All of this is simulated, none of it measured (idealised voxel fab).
Title: Process Module voxel self aligned vias
Xsec cut, 295 nm wide, square cell size 5 nm.
In this document a cross-section is written as a grid of square cells. It is given as a series of bands, listed from the top down, and a band is one or more rows of cells. Band: top and bottom heights (nm) first, top before bottom; then materials from left to right, widths in nm. "full width" marks a sole material filling the band edge to edge. "blank" denotes empty space. Heights are measured from 0, the level below which the as-received wafer is all one material; the lowest band has no bottom and continues downward, written as in "top 0, no bottom". It should be noted that a width expressed as "30 to 40" varies in equal increments from row to row of cells within the band, taking the value of the first number at the top row and that of the second number at the bottom row. Where the words "identical to before" appear for a step, the cross-section shows no cell changed by that step; every cell remained as before. Closed empty spaces (no open way to the top) of 8 cells or more are what "Enclosed internal cavities" lists, each as width x height at distance from the left edge, nm for all three. Text after the settings on a step's line: the simulator's own remark on that step. A step's line can hold "overlay nm"; with a mask on that step, the setting says how far right of the planned place the mask lay, while a negative setting says it lay to the left.
Listed below are the process steps as planned:
1 RECEIVE, material Si
2 CONFORMAL_DEP, material SiO2, thk nm 10
3 CONFORMAL_DEP, material SiCN, thk nm 5
4 DIRECTIONAL_DEP, material lowk, thk nm 30
5 DIRECTIONAL_DEP, material aC, thk nm 15
6 PATTERN, tone open, mask id LINES, material resist, width nm 30, pitch nm 70, thk nm 35, overlay nm 0
7 DIRECTIONAL_ETCH, etch materials aC, depth nm 15
8 STRIP, etch materials resist
9 DIRECTIONAL_ETCH, etch materials lowk, depth nm 30
10 STRIP, etch materials aC
11 CONFORMAL_DEP, material TiN, thk nm 5
12 FILL_DEP, material W, thk nm 10
13 CMP, height nm 45
14 SELECTIVE_ETCH, etch materials W Ru TiN, depth nm 10
15 FILL_DEP, material SiN, thk nm 10
16 CMP, height nm 45
17 DIRECTIONAL_DEP, material lowk, thk nm 20
18 PATTERN, tone open, mask id VIAS, material resist, width nm 40, thk nm 15, overlay nm 0
19 DIRECTIONAL_ETCH, etch materials lowk, depth nm 20
20 DIRECTIONAL_ETCH, etch materials SiN, depth nm 10
21 STRIP, etch materials resist
22 CONFORMAL_DEP, material TiN, thk nm 5
23 FILL_DEP, material W, thk nm 5
24 CMP, height nm 65
25 CONFORMAL_DEP, material SiCN, thk nm 5
First wafer, as planned:
Received-state cross-section, reflecting completion of step 1:
	top 0, no bottom: Si full width
	Enclosed internal cavities: none
State of the wafer after step 2, shown in cross-section:
	top 10, bottom 0: SiO2 full width
	Whatever lies below 0 is exactly as it was before.
State of the wafer after step 3, shown in cross-section:
	top 15, bottom 10: SiCN full width
	Whatever lies below 10 is exactly as it was before.
State of the wafer after step 4, shown in cross-section:
	top 45, bottom 15: lowk full width
	Whatever lies below 15 is exactly as it was before.
State of the wafer after step 5, shown in cross-section:
	top 60, bottom 45: aC full width
	Whatever lies below 45 is exactly as it was before.
State of the wafer after step 6, shown in cross-section:
	top 95, bottom 60: 95 nm resist  30 nm blank  40 nm resist  30 nm blank  100 nm resist
	Whatever lies below 60 is exactly as it was before.
State of the wafer after step 7, shown in cross-section:
	top 80, bottom 60: 95 nm resist  30 nm blank  40 nm resist  30 nm blank  100 nm resist
	top 60, bottom 45: 95 nm aC  30 nm blank  40 nm aC  30 nm blank  100 nm aC
	Whatever lies below 45 is exactly as it was before.
State of the wafer after step 8, shown in cross-section:
	top 60, bottom 45: 95 nm aC  30 nm blank  40 nm aC  30 nm blank  100 nm aC
	Whatever lies below 45 is exactly as it was before.
State of the wafer after step 9, shown in cross-section:
	top 60, bottom 45: 95 nm aC  30 nm blank  40 nm aC  30 nm blank  100 nm aC
	top 45, bottom 15: 95 nm lowk  30 nm blank  40 nm lowk  30 nm blank  100 nm lowk
	Whatever lies below 15 is exactly as it was before.
State of the wafer after step 10, shown in cross-section:
	top 45, bottom 15: 95 nm lowk  30 nm blank  40 nm lowk  30 nm blank  100 nm lowk
	Whatever lies below 15 is exactly as it was before.
State of the wafer after step 11, shown in cross-section:
	top 50, bottom 45: 100 nm TiN  20 nm blank  50 nm TiN  20 nm blank  105 nm TiN
	top 45, bottom 20: 95 nm lowk  5 nm TiN  20 nm blank  5 nm TiN  40 nm lowk  5 nm TiN  20 nm blank  5 nm TiN  100 nm lowk
	top 20, bottom 15: 95 nm lowk  30 nm TiN  40 nm lowk  30 nm TiN  100 nm lowk
	Whatever lies below 15 is exactly as it was before.
State of the wafer after step 12, shown in cross-section:
	top 60, bottom 50: W full width
	top 50, bottom 45: 100 nm TiN  20 nm W  50 nm TiN  20 nm W  105 nm TiN
	top 45, bottom 20: 95 nm lowk  5 nm TiN  20 nm W  5 nm TiN  40 nm lowk  5 nm TiN  20 nm W  5 nm TiN  100 nm lowk
	Whatever lies below 20 is exactly as it was before.
State of the wafer after step 13, shown in cross-section:
	top 45, bottom 20: 95 nm lowk  5 nm TiN  20 nm W  5 nm TiN  40 nm lowk  5 nm TiN  20 nm W  5 nm TiN  100 nm lowk
	Whatever lies below 20 is exactly as it was before.
State of the wafer after step 14, shown in cross-section:
	top 45, bottom 35: 95 nm lowk  30 nm blank  40 nm lowk  30 nm blank  100 nm lowk
	Whatever lies below 35 is exactly as it was before.
State of the wafer after step 15, shown in cross-section:
	top 55, bottom 45: SiN full width
	top 45, bottom 35: 95 nm lowk  30 nm SiN  40 nm lowk  30 nm SiN  100 nm lowk
	Whatever lies below 35 is exactly as it was before.
State of the wafer after step 16, shown in cross-section:
	top 45, bottom 35: 95 nm lowk  30 nm SiN  40 nm lowk  30 nm SiN  100 nm lowk
	Whatever lies below 35 is exactly as it was before.
State of the wafer after step 17, shown in cross-section:
	top 65, bottom 45: lowk full width
	Whatever lies below 45 is exactly as it was before.
State of the wafer after step 18, shown in cross-section:
	top 80, bottom 65: 90 nm resist  40 nm blank  165 nm resist
	Whatever lies below 65 is exactly as it was before.
State of the wafer after step 19, shown in cross-section:
	top 80, bottom 65: 90 nm resist  40 nm blank  165 nm resist
	top 65, bottom 45: 90 nm lowk  40 nm blank  165 nm lowk
	Whatever lies below 45 is exactly as it was before.
State of the wafer after step 20, shown in cross-section:
	top 80, bottom 65: 90 nm resist  40 nm blank  165 nm resist
	top 65, bottom 45: 90 nm lowk  40 nm blank  165 nm lowk
	top 45, bottom 35: 95 nm lowk  30 nm blank  40 nm lowk  30 nm SiN  100 nm lowk
	Whatever lies below 35 is exactly as it was before.
State of the wafer after step 21, shown in cross-section:
	top 65, bottom 45: 90 nm lowk  40 nm blank  165 nm lowk
	Whatever lies below 45 is exactly as it was before.
State of the wafer after step 22, shown in cross-section:
	top 70, bottom 65: 95 nm TiN  30 nm blank  170 nm TiN
	top 65, bottom 50: 90 nm lowk  5 nm TiN  30 nm blank  5 nm TiN  165 nm lowk
	top 50, bottom 45: 90 nm lowk  10 nm TiN  20 nm blank  10 nm TiN  165 nm lowk
	top 45, bottom 40: 95 nm lowk  5 nm TiN  20 nm blank  5 nm TiN  40 nm lowk  30 nm SiN  100 nm lowk
	top 40, bottom 35: 95 nm lowk  30 nm TiN  40 nm lowk  30 nm SiN  100 nm lowk
	Whatever lies below 35 is exactly as it was before.
State of the wafer after step 23, shown in cross-section:
	top 75, bottom 70: W full width
	top 70, bottom 65: 95 nm TiN  30 nm W  170 nm TiN
	top 65, bottom 50: 90 nm lowk  5 nm TiN  30 nm W  5 nm TiN  165 nm lowk
	top 50, bottom 45: 90 nm lowk  10 nm TiN  20 nm W  10 nm TiN  165 nm lowk
	top 45, bottom 40: 95 nm lowk  5 nm TiN  20 nm W  5 nm TiN  40 nm lowk  30 nm SiN  100 nm lowk
	Whatever lies below 40 is exactly as it was before.
State of the wafer after step 24, shown in cross-section:
	top 65, bottom 50: 90 nm lowk  5 nm TiN  30 nm W  5 nm TiN  165 nm lowk
	Whatever lies below 50 is exactly as it was before.
State of the wafer after step 25, shown in cross-section:
	top 70, bottom 65: SiCN full width
	Whatever lies below 65 is exactly as it was before.
Regarding the second of the two wafers: it shared the first wafer's starting condition and process plan, yet one error occurred during its execution. Its history coincides with that of the first wafer up to and including step 1:
Second wafer at the planned finish of step 2, seen in cross-section: identical to before
Second wafer at the planned finish of step 3, seen in cross-section:
	top 5, bottom 0: SiCN full width
	Whatever lies below 0 is exactly as it was before.
Second wafer at the planned finish of step 4, seen in cross-section:
	top 35, bottom 5: lowk full width
	Whatever lies below 5 is exactly as it was before.
Second wafer at the planned finish of step 5, seen in cross-section:
	top 50, bottom 35: aC full width
	Whatever lies below 35 is exactly as it was before.
Second wafer at the planned finish of step 6, seen in cross-section:
	top 85, bottom 50: 95 nm resist  30 nm blank  40 nm resist  30 nm blank  100 nm resist
	Whatever lies below 50 is exactly as it was before.
Second wafer at the planned finish of step 7, seen in cross-section:
	top 70, bottom 50: 95 nm resist  30 nm blank  40 nm resist  30 nm blank  100 nm resist
	top 50, bottom 35: 95 nm aC  30 nm blank  40 nm aC  30 nm blank  100 nm aC
	Whatever lies below 35 is exactly as it was before.
Second wafer at the planned finish of step 8, seen in cross-section:
	top 50, bottom 35: 95 nm aC  30 nm blank  40 nm aC  30 nm blank  100 nm aC
	Whatever lies below 35 is exactly as it was before.
Second wafer at the planned finish of step 9, seen in cross-section:
	top 50, bottom 35: 95 nm aC  30 nm blank  40 nm aC  30 nm blank  100 nm aC
	top 35, bottom 5: 95 nm lowk  30 nm blank  40 nm lowk  30 nm blank  100 nm lowk
	Whatever lies below 5 is exactly as it was before.
Second wafer at the planned finish of step 10, seen in cross-section:
	top 35, bottom 5: 95 nm lowk  30 nm blank  40 nm lowk  30 nm blank  100 nm lowk
	Whatever lies below 5 is exactly as it was before.
Second wafer at the planned finish of step 11, seen in cross-section:
	top 40, bottom 35: 100 nm TiN  20 nm blank  50 nm TiN  20 nm blank  105 nm TiN
	top 35, bottom 10: 95 nm lowk  5 nm TiN  20 nm blank  5 nm TiN  40 nm lowk  5 nm TiN  20 nm blank  5 nm TiN  100 nm lowk
	top 10, bottom 5: 95 nm lowk  30 nm TiN  40 nm lowk  30 nm TiN  100 nm lowk
	Whatever lies below 5 is exactly as it was before.
Second wafer at the planned finish of step 12, seen in cross-section:
	top 50, bottom 40: W full width
	top 40, bottom 35: 100 nm TiN  20 nm W  50 nm TiN  20 nm W  105 nm TiN
	top 35, bottom 10: 95 nm lowk  5 nm TiN  20 nm W  5 nm TiN  40 nm lowk  5 nm TiN  20 nm W  5 nm TiN  100 nm lowk
	Whatever lies below 10 is exactly as it was before.
Second wafer at the planned finish of step 13, seen in cross-section:
	top 45, bottom 40: W full width
	Whatever lies below 40 is exactly as it was before.
Second wafer at the planned finish of step 14, seen in cross-section:
	top 35, bottom 10: 95 nm lowk  5 nm TiN  20 nm W  5 nm TiN  40 nm lowk  5 nm TiN  20 nm W  5 nm TiN  100 nm lowk
	Whatever lies below 10 is exactly as it was before.
Second wafer at the planned finish of step 15, seen in cross-section:
	top 45, bottom 35: SiN full width
	Whatever lies below 35 is exactly as it was before.
Second wafer at the planned finish of step 16, seen in cross-section: identical to before
Second wafer at the planned finish of step 17, seen in cross-section:
	top 65, bottom 45: lowk full width
	Whatever lies below 45 is exactly as it was before.
Second wafer at the planned finish of step 18, seen in cross-section:
	top 80, bottom 65: 90 nm resist  40 nm blank  165 nm resist
	Whatever lies below 65 is exactly as it was before.
Second wafer at the planned finish of step 19, seen in cross-section:
	top 80, bottom 65: 90 nm resist  40 nm blank  165 nm resist
	top 65, bottom 45: 90 nm lowk  40 nm blank  165 nm lowk
	Whatever lies below 45 is exactly as it was before.
Second wafer at the planned finish of step 20, seen in cross-section:
	top 80, bottom 65: 90 nm resist  40 nm blank  165 nm resist
	top 65, bottom 45: 90 nm lowk  40 nm blank  165 nm lowk
	top 45, bottom 35: 90 nm SiN  40 nm blank  165 nm SiN
	Whatever lies below 35 is exactly as it was before.
Second wafer at the planned finish of step 21, seen in cross-section:
	top 65, bottom 45: 90 nm lowk  40 nm blank  165 nm lowk
	Whatever lies below 45 is exactly as it was before.
Second wafer at the planned finish of step 22, seen in cross-section:
	top 70, bottom 65: 95 nm TiN  30 nm blank  170 nm TiN
	top 65, bottom 45: 90 nm lowk  5 nm TiN  30 nm blank  5 nm TiN  165 nm lowk
	top 45, bottom 40: 90 nm SiN  5 nm TiN  30 nm blank  5 nm TiN  165 nm SiN
	top 40, bottom 35: 90 nm SiN  40 nm TiN  165 nm SiN
	Whatever lies below 35 is exactly as it was before.
Second wafer at the planned finish of step 23, seen in cross-section:
	top 75, bottom 70: W full width
	top 70, bottom 65: 95 nm TiN  30 nm W  170 nm TiN
	top 65, bottom 45: 90 nm lowk  5 nm TiN  30 nm W  5 nm TiN  165 nm lowk
	top 45, bottom 40: 90 nm SiN  5 nm TiN  30 nm W  5 nm TiN  165 nm SiN
	Whatever lies below 40 is exactly as it was before.
Second wafer at the planned finish of step 24, seen in cross-section:
	top 65, bottom 45: 90 nm lowk  5 nm TiN  30 nm W  5 nm TiN  165 nm lowk
	Whatever lies below 45 is exactly as it was before.
Second wafer at the planned finish of step 25, seen in cross-section:
	top 70, bottom 65: SiCN full width
	Whatever lies below 65 is exactly as it was before.
The plan and the run diverged here: plan step 2 never ran because it was skipped
Final comparison by cell count, materials where the second wafer has more or fewer than the first: +90 SiN, -118 SiO2, +8 TiN, +20 W
